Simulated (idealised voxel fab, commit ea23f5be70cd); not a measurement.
process module | voxel self aligned vias
cross-section cut | 205 nm wide | cells 5 nm
A cross-section is a grid of square cells, given in bands from the top down. A band is one or more rows of cells.
Each band's line starts with the height of the band's top and of its bottom, in nm. Then come its materials from left to right, each with its width in nm. One material with "throughout" fills the band from edge to edge. "air" is empty space.
Height 0 is the level under which the wafer as received is all one material. The lowest band goes on downwards, as in "0 down".
A width such as "30 to 40" changes by the same amount from each row of cells to the next, from the band's top row to its bottom row.
"no change" after a step means that no cell of the cross-section changed.
closed voids: empty space of 8 cells or more with no open way to the top, each as width x height at its distance from the left edge, in nm
after a step's settings: what the simulator itself notes on the step
overlay nm, on a step with a mask: how far to the right of its planned place the mask lay; to the left if negative
plan
1 op RECEIVE | material Si
2 op CONFORMAL_DEP | material SiO2 | thk nm 15
3 op CONFORMAL_DEP | material SiCN | thk nm 5
4 op DIRECTIONAL_DEP | material SiO2 | thk nm 20
5 op PATTERN | tone open | mask id LINES | material resist | width nm 25 | pitch nm 60 | thk nm 20 | overlay nm -15
6 op DIRECTIONAL_ETCH | etch materials SiO2 | depth nm 20
7 op STRIP | etch materials resist
8 op CONFORMAL_DEP | material TiN | thk nm 5
9 op FILL_DEP | material Ru | thk nm 5
10 op CMP | height nm 40
11 op SELECTIVE_ETCH | etch materials W Ru TiN | depth nm 5
12 op FILL_DEP | material SiN | thk nm 5
13 op CMP | height nm 40
14 op DIRECTIONAL_DEP | material SiO2 | thk nm 15
15 op MASKED_ETCH | tone open | mask id VIAS | width nm 45 | pitch nm 60 | etch materials SiO2 | depth nm 15 | overlay nm 0
16 op MASKED_ETCH | tone open | mask id VIAS | width nm 45 | pitch nm 60 | etch materials SiN | depth nm 5 | overlay nm 0
17 op CONFORMAL_DEP | material TiN | thk nm 5
18 op FILL_DEP | material W | thk nm 5
19 op CMP | height nm 55
20 op CONFORMAL_DEP | material SiN | thk nm 5
varied across the wafers: overlay nm of step 5. The plan shows the first wafer's value. All wafers start alike
first wafer as received, after step 1
  0 down: Si throughout
  closed voids: none
each wafer at the end: cells of each material gained (+) or lost (-) since it was received, then its closed voids
overlay nm -15 | +18 Ru | +41 SiCN | +44 SiN | +269 SiO2 | +72 TiN | +48 W | closed voids: none
overlay nm -10 | +18 Ru | +41 SiCN | +41 SiN | +269 SiO2 | +72 TiN | +51 W | closed voids: none
overlay nm -5 | +18 Ru | +41 SiCN | +41 SiN | +269 SiO2 | +72 TiN | +51 W | closed voids: none
overlay nm 0 | +18 Ru | +41 SiCN | +41 SiN | +269 SiO2 | +72 TiN | +51 W | closed voids: none
overlay nm 5 | +18 Ru | +41 SiCN | +41 SiN | +269 SiO2 | +72 TiN | +51 W | closed voids: none
overlay nm 10 | +18 Ru | +41 SiCN | +41 SiN | +269 SiO2 | +72 TiN | +51 W | closed voids: none
overlay nm 15 | +18 Ru | +41 SiCN | +44 SiN | +269 SiO2 | +72 TiN | +48 W | closed voids: none
